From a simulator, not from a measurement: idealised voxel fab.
process module | voxel transistor to metal
cross-section cut | 270 nm wide | cells 5 nm
A cross-section is a grid of square cells, given in bands from the top down. A band is one or more rows of cells.
Each band's line starts with the height of the band's top and of its bottom, in nm. Then come its materials from left to right, each with its width in nm. One material with "throughout" fills the band from edge to edge. "air" is empty space.
Height 0 is the level under which the wafer as received is all one material. The lowest band goes on downwards, as in "0 down".
A width such as "30 to 40" changes by the same amount from each row of cells to the next, from the band's top row to its bottom row.
"no change" after a step means that no cell of the cross-section changed.
closed voids: empty space of 8 cells or more with no open way to the top, each as width x height at its distance from the left edge, in nm
after a step's settings: what the simulator itself notes on the step
overlay nm, on a step with a mask: how far to the right of its planned place the mask lay; to the left if negative
plan
1 op RECEIVE | material Si
2 op CONFORMAL_DEP | material SiO2 | thk nm 5
3 op CONFORMAL_DEP | material SiN | thk nm 10
4 op DIRECTIONAL_DEP | material aC | thk nm 15
5 op PATTERN | tone cover | mask id ACTIVE | material resist | width nm 105 | pitch nm 135 | thk nm 30 | overlay nm 0
6 op DIRECTIONAL_ETCH | etch materials aC | depth nm 15
7 op STRIP | etch materials resist
8 op DIRECTIONAL_ETCH | etch materials SiN | depth nm 10
9 op DIRECTIONAL_ETCH | etch materials SiO2 | depth nm 5
10 op DIRECTIONAL_ETCH | etch materials Si | depth nm 30
11 op STRIP | etch materials aC
12 op FILL_DEP | material SiO2 | thk nm 10
13 op CMP | height nm 15
14 op SELECTIVE_ETCH | etch materials SiO2 | depth nm 10
15 op STRIP | etch materials SiN
16 op SELECTIVE_ETCH | etch materials SiO2 | depth nm 5
17 op OXIDIZE | depth nm 5
18 op DIRECTIONAL_DEP | material polySi | thk nm 25
19 op DIRECTIONAL_DEP | material SiCN | thk nm 15
20 op MASKED_ETCH | tone cover | mask id GATE | width nm 15 | pitch nm 135 | etch materials SiCN | depth nm 25 | overlay nm 0
21 op MASKED_ETCH | tone cover | mask id GATE | width nm 15 | pitch nm 135 | etch materials polySi | depth nm 35 | overlay nm 0
22 op CONFORMAL_DEP | material SiN | thk nm 5
23 op DIRECTIONAL_ETCH | etch materials SiN | depth nm 5
24 op DIRECTIONAL_ETCH | etch materials SiO2 | depth nm 5
25 op DIRECTIONAL_ETCH | etch materials Si | depth nm 15
26 op EPI | material pSi | thk nm 20
27 op FILL_DEP | material SiO2 | thk nm 5
28 op CMP | height nm 40
29 op DIRECTIONAL_DEP | material SiO2 | thk nm 15
30 op DIRECTIONAL_DEP | material aC | thk nm 10
31 op PATTERN | tone open | mask id CONTACT | material resist | width nm 35 | thk nm 30 | overlay nm 0
32 op DIRECTIONAL_ETCH | etch materials aC | depth nm 10
33 op STRIP | etch materials resist
34 op DIRECTIONAL_ETCH | etch materials SiO2 | depth nm 55
35 op STRIP | etch materials aC
36 op CONFORMAL_DEP | material TiN | thk nm 5
37 op FILL_DEP | material W | thk nm 5
38 op CMP | height nm 55
39 op DIRECTIONAL_DEP | material TiN | thk nm 5
40 op DIRECTIONAL_DEP | material W | thk nm 20
41 op MASKED_ETCH | tone cover | mask id METAL_1 | width nm 20 | etch materials W | depth nm 20 | overlay nm 0
42 op MASKED_ETCH | tone cover | mask id METAL_1 | width nm 20 | etch materials TiN | depth nm 5 | overlay nm 0
43 op CONFORMAL_DEP | material SiN | thk nm 5
44 op FILL_DEP | material SiO2 | thk nm 5
45 op CMP | height nm 80
46 op CONFORMAL_DEP | material SiCN | thk nm 5
47 op DIRECTIONAL_DEP | material lowk | thk nm 35
48 op DIRECTIONAL_DEP | material aC | thk nm 15
49 op PATTERN | tone open | mask id METAL_2_HOLES | material resist | width nm 15 | pitch nm 135 | thk nm 35 | overlay nm 0
50 op DIRECTIONAL_ETCH | etch materials aC | depth nm 15
51 op STRIP | etch materials resist
52 op DIRECTIONAL_ETCH | etch materials lowk | depth nm 35
53 op STRIP | etch materials aC
54 op DIRECTIONAL_DEP | material aC | thk nm 10
55 op PATTERN | tone open | mask id METAL_2 | material resist | width nm 20 | pitch nm 135 | thk nm 30 | overlay nm 0
56 op DIRECTIONAL_ETCH | etch materials aC | depth nm 10
57 op STRIP | etch materials resist
58 op DIRECTIONAL_ETCH | etch materials lowk | depth nm 20
59 op DIRECTIONAL_ETCH | etch materials SiCN | depth nm 5
60 op STRIP | etch materials aC
61 op CONFORMAL_DEP | material TiN | thk nm 5
62 op FILL_DEP | material Cu | thk nm 5
63 op CMP | height nm 120
64 op CONFORMAL_DEP | material SiCN | thk nm 5
first wafer, as planned
as received, after step 1
  0 down: Si throughout
  closed voids: none
after step 2
  5 to 0: SiO2 throughout
  below 0: unchanged
after step 3
  15 to 5: SiN throughout
  below 5: unchanged
after step 4
  30 to 15: aC throughout
  below 15: unchanged
after step 5
  60 to 30: air 15 | resist 105 | air 30 | resist 105 | air 15
  below 30: unchanged
after step 6
  45 to 30: air 15 | resist 105 | air 30 | resist 105 | air 15
  30 to 15: air 15 | aC 105 | air 30 | aC 105 | air 15
  below 15: unchanged
after step 7
  30 to 15: air 15 | aC 105 | air 30 | aC 105 | air 15
  below 15: unchanged
after step 8
  30 to 15: air 15 | aC 105 | air 30 | aC 105 | air 15
  15 to 5: air 15 | SiN 105 | air 30 | SiN 105 | air 15
  below 5: unchanged
after step 9
  30 to 15: air 15 | aC 105 | air 30 | aC 105 | air 15
  15 to 5: air 15 | SiN 105 | air 30 | SiN 105 | air 15
  5 to 0: air 15 | SiO2 105 | air 30 | SiO2 105 | air 15
  below 0: unchanged
after step 10
  30 to 15: air 15 | aC 105 | air 30 | aC 105 | air 15
  15 to 5: air 15 | SiN 105 | air 30 | SiN 105 | air 15
  5 to 0: air 15 | SiO2 105 | air 30 | SiO2 105 | air 15
  0 to -30: air 15 | Si 105 | air 30 | Si 105 | air 15
  below -30: unchanged
after step 11
  15 to 5: air 15 | SiN 105 | air 30 | SiN 105 | air 15
  below 5: unchanged
after step 12
  25 to 15: SiO2 throughout
  15 to 5: SiO2 15 | SiN 105 | SiO2 30 | SiN 105 | SiO2 15
  5 to 0: SiO2 throughout
  0 to -30: SiO2 15 | Si 105 | SiO2 30 | Si 105 | SiO2 15
  below -30: unchanged
after step 13
  15 to 5: SiO2 15 | SiN 105 | SiO2 30 | SiN 105 | SiO2 15
  below 5: unchanged
after step 14
  15 to 5: air 15 | SiN 105 | air 30 | SiN 105 | air 15
  below 5: unchanged
after step 15
  5 to 0: SiO2 throughout
  below 0: unchanged
after step 16
  0 to -30: SiO2 15 | Si 105 | SiO2 30 | Si 105 | SiO2 15
  below -30: unchanged
after step 17
  0 to -5: SiO2 throughout
  below -5: unchanged
after step 18
  25 to 0: polySi throughout
  below 0: unchanged
after step 19
  40 to 25: SiCN throughout
  below 25: unchanged
after step 20
  40 to 25: air 60 | SiCN 15 | air 120 | SiCN 15 | air 60
  below 25: unchanged
after step 21
  40 to 25: air 60 | SiCN 15 | air 120 | SiCN 15 | air 60
  25 to 0: air 60 | polySi 15 | air 120 | polySi 15 | air 60
  below 0: unchanged
after step 22
  45 to 40: air 55 | SiN 25 | air 110 | SiN 25 | air 55
  40 to 25: air 55 | SiN 5 | SiCN 15 | SiN 5 | air 110 | SiN 5 | SiCN 15 | SiN 5 | air 55
  25 to 5: air 55 | SiN 5 | polySi 15 | SiN 5 | air 110 | SiN 5 | polySi 15 | SiN 5 | air 55
  5 to 0: SiN 60 | polySi 15 | SiN 120 | polySi 15 | SiN 60
  below 0: unchanged
after step 23
  40 to 25: air 55 | SiN 5 | SiCN 15 | SiN 5 | air 110 | SiN 5 | SiCN 15 | SiN 5 | air 55
  25 to 0: air 55 | SiN 5 | polySi 15 | SiN 5 | air 110 | SiN 5 | polySi 15 | SiN 5 | air 55
  below 0: unchanged
after step 24
  40 to 25: air 55 | SiN 5 | SiCN 15 | SiN 5 | air 110 | SiN 5 | SiCN 15 | SiN 5 | air 55
  25 to 0: air 55 | SiN 5 | polySi 15 | SiN 5 | air 110 | SiN 5 | polySi 15 | SiN 5 | air 55
  0 to -5: air 55 | SiO2 25 | air 110 | SiO2 25 | air 55
  below -5: unchanged
after step 25
  40 to 25: air 55 | SiN 5 | SiCN 15 | SiN 5 | air 110 | SiN 5 | SiCN 15 | SiN 5 | air 55
  25 to 0: air 55 | SiN 5 | polySi 15 | SiN 5 | air 110 | SiN 5 | polySi 15 | SiN 5 | air 55
  0 to -5: air 55 | SiO2 25 | air 110 | SiO2 25 | air 55
  -5 to -20: SiO2 15 | air 40 | Si 25 | air 40 | SiO2 30 | air 40 | Si 25 | air 40 | SiO2 15
  below -20: unchanged
after step 26
  40 to 25: air 55 | SiN 5 | SiCN 15 | SiN 5 | air 110 | SiN 5 | SiCN 15 | SiN 5 | air 55
  25 to 15: air 55 | SiN 5 | polySi 15 | SiN 5 | air 110 | SiN 5 | polySi 15 | SiN 5 | air 55
  15 to 0: air 35 | pSi 20 | SiN 5 | polySi 15 | SiN 5 | pSi 20 | air 70 | pSi 20 | SiN 5 | polySi 15 | SiN 5 | pSi 20 | air 35
  0 to -5: air 10 | pSi 45 | SiO2 25 | pSi 45 | air 20 | pSi 45 | SiO2 25 | pSi 45 | air 10
  -5 to -20: SiO2 15 | pSi 40 | Si 25 | pSi 40 | SiO2 30 | pSi 40 | Si 25 | pSi 40 | SiO2 15
  below -20: unchanged
after step 27
  45 to 40: SiO2 throughout
  40 to 25: SiO2 55 | SiN 5 | SiCN 15 | SiN 5 | SiO2 110 | SiN 5 | SiCN 15 | SiN 5 | SiO2 55
  25 to 15: SiO2 55 | SiN 5 | polySi 15 | SiN 5 | SiO2 110 | SiN 5 | polySi 15 | SiN 5 | SiO2 55
  15 to 0: SiO2 35 | pSi 20 | SiN 5 | polySi 15 | SiN 5 | pSi 20 | SiO2 70 | pSi 20 | SiN 5 | polySi 15 | SiN 5 | pSi 20 | SiO2 35
  0 to -5: SiO2 10 | pSi 45 | SiO2 25 | pSi 45 | SiO2 20 | pSi 45 | SiO2 25 | pSi 45 | SiO2 10
  below -5: unchanged
after step 28
  40 to 25: SiO2 55 | SiN 5 | SiCN 15 | SiN 5 | SiO2 110 | SiN 5 | SiCN 15 | SiN 5 | SiO2 55
  below 25: unchanged
after step 29
  55 to 40: SiO2 throughout
  below 40: unchanged
after step 30
  65 to 55: aC throughout
  below 55: unchanged
after step 31
  95 to 65: resist 20 | air 35 | resist 25 | air 35 | resist 40 | air 35 | resist 25 | air 35 | resist 20
  below 65: unchanged
after step 32
  85 to 65: resist 20 | air 35 | resist 25 | air 35 | resist 40 | air 35 | resist 25 | air 35 | resist 20
  65 to 55: aC 20 | air 35 | aC 25 | air 35 | aC 40 | air 35 | aC 25 | air 35 | aC 20
  below 55: unchanged
after step 33
  65 to 55: aC 20 | air 35 | aC 25 | air 35 | aC 40 | air 35 | aC 25 | air 35 | aC 20
  below 55: unchanged
after step 34
  65 to 55: aC 20 | air 35 | aC 25 | air 35 | aC 40 | air 35 | aC 25 | air 35 | aC 20
  55 to 40: SiO2 20 | air 35 | SiO2 25 | air 35 | SiO2 40 | air 35 | SiO2 25 | air 35 | SiO2 20
  40 to 25: SiO2 20 | air 35 | SiN 5 | SiCN 15 | SiN 5 | air 35 | SiO2 40 | air 35 | SiN 5 | SiCN 15 | SiN 5 | air 35 | SiO2 20
  25 to 15: SiO2 20 | air 35 | SiN 5 | polySi 15 | SiN 5 | air 35 | SiO2 40 | air 35 | SiN 5 | polySi 15 | SiN 5 | air 35 | SiO2 20
  15 to 0: SiO2 20 | air 15 | pSi 20 | SiN 5 | polySi 15 | SiN 5 | pSi 20 | air 15 | SiO2 40 | air 15 | pSi 20 | SiN 5 | polySi 15 | SiN 5 | pSi 20 | air 15 | SiO2 20
  below 0: unchanged
after step 35
  55 to 40: SiO2 20 | air 35 | SiO2 25 | air 35 | SiO2 40 | air 35 | SiO2 25 | air 35 | SiO2 20
  below 40: unchanged
after step 36
  60 to 55: TiN 25 | air 25 | TiN 35 | air 25 | TiN 50 | air 25 | TiN 35 | air 25 | TiN 25
  55 to 40: SiO2 20 | TiN 5 | air 25 | TiN 5 | SiO2 25 | TiN 5 | air 25 | TiN 5 | SiO2 40 | TiN 5 | air 25 | TiN 5 | SiO2 25 | TiN 5 | air 25 | TiN 5 | SiO2 20
  40 to 25: SiO2 20 | TiN 5 | air 25 | TiN 5 | SiN 5 | SiCN 15 | SiN 5 | TiN 5 | air 25 | TiN 5 | SiO2 40 | TiN 5 | air 25 | TiN 5 | SiN 5 | SiCN 15 | SiN 5 | TiN 5 | air 25 | TiN 5 | SiO2 20
  25 to 15: SiO2 20 | TiN 5 | air 25 to 5 | TiN 5 to 25 | SiN 5 | polySi 15 | SiN 5 | TiN 5 to 25 | air 25 to 5 | TiN 5 | SiO2 40 | TiN 5 | air 25 to 5 | TiN 5 to 25 | SiN 5 | polySi 15 | SiN 5 | TiN 5 to 25 | air 25 to 5 | TiN 5 | SiO2 20
  15 to 5: SiO2 20 | TiN 5 | air 5 | TiN 5 | pSi 20 | SiN 5 | polySi 15 | SiN 5 | pSi 20 | TiN 5 | air 5 | TiN 5 | SiO2 40 | TiN 5 | air 5 | TiN 5 | pSi 20 | SiN 5 | polySi 15 | SiN 5 | pSi 20 | TiN 5 | air 5 | TiN 5 | SiO2 20
  5 to 0: SiO2 20 | TiN 15 | pSi 20 | SiN 5 | polySi 15 | SiN 5 | pSi 20 | TiN 15 | SiO2 40 | TiN 15 | pSi 20 | SiN 5 | polySi 15 | SiN 5 | pSi 20 | TiN 15 | SiO2 20
  below 0: unchanged
after step 37
  65 to 60: W throughout
  60 to 55: TiN 25 | W 25 | TiN 35 | W 25 | TiN 50 | W 25 | TiN 35 | W 25 | TiN 25
  55 to 40: SiO2 20 | TiN 5 | W 25 | TiN 5 | SiO2 25 | TiN 5 | W 25 | TiN 5 | SiO2 40 | TiN 5 | W 25 | TiN 5 | SiO2 25 | TiN 5 | W 25 | TiN 5 | SiO2 20
  40 to 25: SiO2 20 | TiN 5 | W 25 | TiN 5 | SiN 5 | SiCN 15 | SiN 5 | TiN 5 | W 25 | TiN 5 | SiO2 40 | TiN 5 | W 25 | TiN 5 | SiN 5 | SiCN 15 | SiN 5 | TiN 5 | W 25 | TiN 5 | SiO2 20
  25 to 15: SiO2 20 | TiN 5 | W 25 to 5 | TiN 5 to 25 | SiN 5 | polySi 15 | SiN 5 | TiN 5 to 25 | W 25 to 5 | TiN 5 | SiO2 40 | TiN 5 | W 25 to 5 | TiN 5 to 25 | SiN 5 | polySi 15 | SiN 5 | TiN 5 to 25 | W 25 to 5 | TiN 5 | SiO2 20
  15 to 5: SiO2 20 | TiN 5 | W 5 | TiN 5 | pSi 20 | SiN 5 | polySi 15 | SiN 5 | pSi 20 | TiN 5 | W 5 | TiN 5 | SiO2 40 | TiN 5 | W 5 | TiN 5 | pSi 20 | SiN 5 | polySi 15 | SiN 5 | pSi 20 | TiN 5 | W 5 | TiN 5 | SiO2 20
  below 5: unchanged
after step 38
  55 to 40: SiO2 20 | TiN 5 | W 25 | TiN 5 | SiO2 25 | TiN 5 | W 25 | TiN 5 | SiO2 40 | TiN 5 | W 25 | TiN 5 | SiO2 25 | TiN 5 | W 25 | TiN 5 | SiO2 20
  below 40: unchanged
after step 39
  60 to 55: TiN throughout
  below 55: unchanged
after step 40
  80 to 60: W throughout
  below 60: unchanged
after step 41
  80 to 60: air 20 | W 20 | air 55 | W 20 | air 40 | W 20 | air 55 | W 20 | air 20
  below 60: unchanged
after step 42
  80 to 60: air 20 | W 20 | air 55 | W 20 | air 40 | W 20 | air 55 | W 20 | air 20
  60 to 55: air 20 | TiN 20 | air 55 | TiN 20 | air 40 | TiN 20 | air 55 | TiN 20 | air 20
  below 55: unchanged
after step 43
  85 to 80: air 15 | SiN 30 | air 45 | SiN 30 | air 30 | SiN 30 | air 45 | SiN 30 | air 15
  80 to 60: air 15 | SiN 5 | W 20 | SiN 5 | air 45 | SiN 5 | W 20 | SiN 5 | air 30 | SiN 5 | W 20 | SiN 5 | air 45 | SiN 5 | W 20 | SiN 5 | air 15
  60 to 55: SiN 20 | TiN 20 | SiN 55 | TiN 20 | SiN 40 | TiN 20 | SiN 55 | TiN 20 | SiN 20
  below 55: unchanged
after step 44
  90 to 85: SiO2 throughout
  85 to 80: SiO2 15 | SiN 30 | SiO2 45 | SiN 30 | SiO2 30 | SiN 30 | SiO2 45 | SiN 30 | SiO2 15
  80 to 60: SiO2 15 | SiN 5 | W 20 | SiN 5 | SiO2 45 | SiN 5 | W 20 | SiN 5 | SiO2 30 | SiN 5 | W 20 | SiN 5 | SiO2 45 | SiN 5 | W 20 | SiN 5 | SiO2 15
  below 60: unchanged
after step 45
  80 to 60: SiO2 15 | SiN 5 | W 20 | SiN 5 | SiO2 45 | SiN 5 | W 20 | SiN 5 | SiO2 30 | SiN 5 | W 20 | SiN 5 | SiO2 45 | SiN 5 | W 20 | SiN 5 | SiO2 15
  below 60: unchanged
after step 46
  85 to 80: SiCN throughout
  below 80: unchanged
after step 47
  120 to 85: lowk throughout
  below 85: unchanged
after step 48
  135 to 120: aC throughout
  below 120: unchanged
after step 49
  170 to 135: resist 20 | air 15 | resist 120 | air 15 | resist 100
  below 135: unchanged
after step 50
  155 to 135: resist 20 | air 15 | resist 120 | air 15 | resist 100
  135 to 120: aC 20 | air 15 | aC 120 | air 15 | aC 100
  below 120: unchanged
after step 51
  135 to 120: aC 20 | air 15 | aC 120 | air 15 | aC 100
  below 120: unchanged
after step 52
  135 to 120: aC 20 | air 15 | aC 120 | air 15 | aC 100
  120 to 85: lowk 20 | air 15 | lowk 120 | air 15 | lowk 100
  below 85: unchanged
after step 53
  120 to 85: lowk 20 | air 15 | lowk 120 | air 15 | lowk 100
  below 85: unchanged
after step 54
  130 to 120: aC 20 | air 15 | aC 120 | air 15 | aC 100
  120 to 95: lowk 20 | air 15 | lowk 120 | air 15 | lowk 100
  95 to 85: lowk 20 | aC 15 | lowk 120 | aC 15 | lowk 100
  below 85: unchanged
after step 55
  160 to 130: resist 20 | air 20 | resist 115 | air 20 | resist 95
  below 130: unchanged
after step 56
  150 to 130: resist 20 | air 20 | resist 115 | air 20 | resist 95
  130 to 120: aC 20 | air 20 | aC 115 | air 20 | aC 95
  120 to 85: lowk 20 | air 15 | lowk 120 | air 15 | lowk 100
  below 85: unchanged
after step 57
  130 to 120: aC 20 | air 20 | aC 115 | air 20 | aC 95
  below 120: unchanged
after step 58
  130 to 120: aC 20 | air 20 | aC 115 | air 20 | aC 95
  120 to 100: lowk 20 | air 20 | lowk 115 | air 20 | lowk 95
  below 100: unchanged
after step 59
  130 to 120: aC 20 | air 20 | aC 115 | air 20 | aC 95
  120 to 100: lowk 20 | air 20 | lowk 115 | air 20 | lowk 95
  100 to 85: lowk 20 | air 15 | lowk 120 | air 15 | lowk 100
  85 to 80: SiCN 20 | air 15 | SiCN 120 | air 15 | SiCN 100
  below 80: unchanged
after step 60
  120 to 100: lowk 20 | air 20 | lowk 115 | air 20 | lowk 95
  below 100: unchanged
after step 61
  125 to 120: TiN 25 | air 10 | TiN 125 | air 10 | TiN 100
  120 to 105: lowk 20 | TiN 5 | air 10 | TiN 5 | lowk 115 | TiN 5 | air 10 | TiN 5 | lowk 95
  105 to 100: lowk 20 | TiN 5 | air 5 | TiN 10 | lowk 115 | TiN 5 | air 5 | TiN 10 | lowk 95
  100 to 85: lowk 20 | TiN 5 | air 5 | TiN 5 | lowk 120 | TiN 5 | air 5 | TiN 5 | lowk 100
  85 to 80: SiCN 20 | TiN 15 | SiCN 120 | TiN 15 | SiCN 100
  below 80: unchanged
after step 62
  130 to 125: Cu throughout
  125 to 120: TiN 25 | Cu 10 | TiN 125 | Cu 10 | TiN 100
  120 to 105: lowk 20 | TiN 5 | Cu 10 | TiN 5 | lowk 115 | TiN 5 | Cu 10 | TiN 5 | lowk 95
  105 to 100: lowk 20 | TiN 5 | Cu 5 | TiN 10 | lowk 115 | TiN 5 | Cu 5 | TiN 10 | lowk 95
  100 to 85: lowk 20 | TiN 5 | Cu 5 | TiN 5 | lowk 120 | TiN 5 | Cu 5 | TiN 5 | lowk 100
  below 85: unchanged
after step 63
  120 to 105: lowk 20 | TiN 5 | Cu 10 | TiN 5 | lowk 115 | TiN 5 | Cu 10 | TiN 5 | lowk 95
  below 105: unchanged
after step 64
  125 to 120: SiCN throughout
  below 120: unchanged
second wafer: like start, like plan, one mistake. Through step 45 it matches the first wafer
when step 46 should have ended
  115 to 80: lowk throughout
  below 80: unchanged
when step 47 should have ended
  120 to 115: SiCN throughout
  below 115: unchanged
when step 48 should have ended
  135 to 120: aC throughout
  below 120: unchanged
when step 49 should have ended
  170 to 135: resist 20 | air 15 | resist 120 | air 15 | resist 100
  below 135: unchanged
when step 50 should have ended
  155 to 135: resist 20 | air 15 | resist 120 | air 15 | resist 100
  135 to 120: aC 20 | air 15 | aC 120 | air 15 | aC 100
  below 120: unchanged
when step 51 should have ended
  135 to 120: aC 20 | air 15 | aC 120 | air 15 | aC 100
  below 120: unchanged
when step 52 should have ended: no change
when step 53 should have ended
  120 to 115: SiCN throughout
  below 115: unchanged
when step 54 should have ended
  130 to 120: aC throughout
  below 120: unchanged
when step 55 should have ended
  160 to 130: resist 20 | air 20 | resist 115 | air 20 | resist 95
  below 130: unchanged
when step 56 should have ended
  150 to 130: resist 20 | air 20 | resist 115 | air 20 | resist 95
  130 to 120: aC 20 | air 20 | aC 115 | air 20 | aC 95
  below 120: unchanged
when step 57 should have ended
  130 to 120: aC 20 | air 20 | aC 115 | air 20 | aC 95
  below 120: unchanged
when step 58 should have ended: no change
when step 59 should have ended
  130 to 120: aC 20 | air 20 | aC 115 | air 20 | aC 95
  120 to 115: SiCN 20 | air 20 | SiCN 115 | air 20 | SiCN 95
  below 115: unchanged
when step 60 should have ended
  120 to 115: SiCN 20 | air 20 | SiCN 115 | air 20 | SiCN 95
  below 115: unchanged
when step 61 should have ended
  125 to 120: TiN 25 | air 10 | TiN 125 | air 10 | TiN 100
  120 to 115: SiCN 20 | TiN 20 | SiCN 115 | TiN 20 | SiCN 95
  below 115: unchanged
when step 62 should have ended
  130 to 125: Cu throughout
  125 to 120: TiN 25 | Cu 10 | TiN 125 | Cu 10 | TiN 100
  below 120: unchanged
when step 63 should have ended
  120 to 115: SiCN 20 | TiN 20 | SiCN 115 | TiN 20 | SiCN 95
  below 115: unchanged
when step 64 should have ended
  125 to 120: SiCN throughout
  below 120: unchanged
what went wrong: steps 46 and 47 were swapped
at the end the second wafer has, in cells: 20 fewer of Cu | 2 fewer of SiCN | 28 fewer of TiN | 50 more of lowk
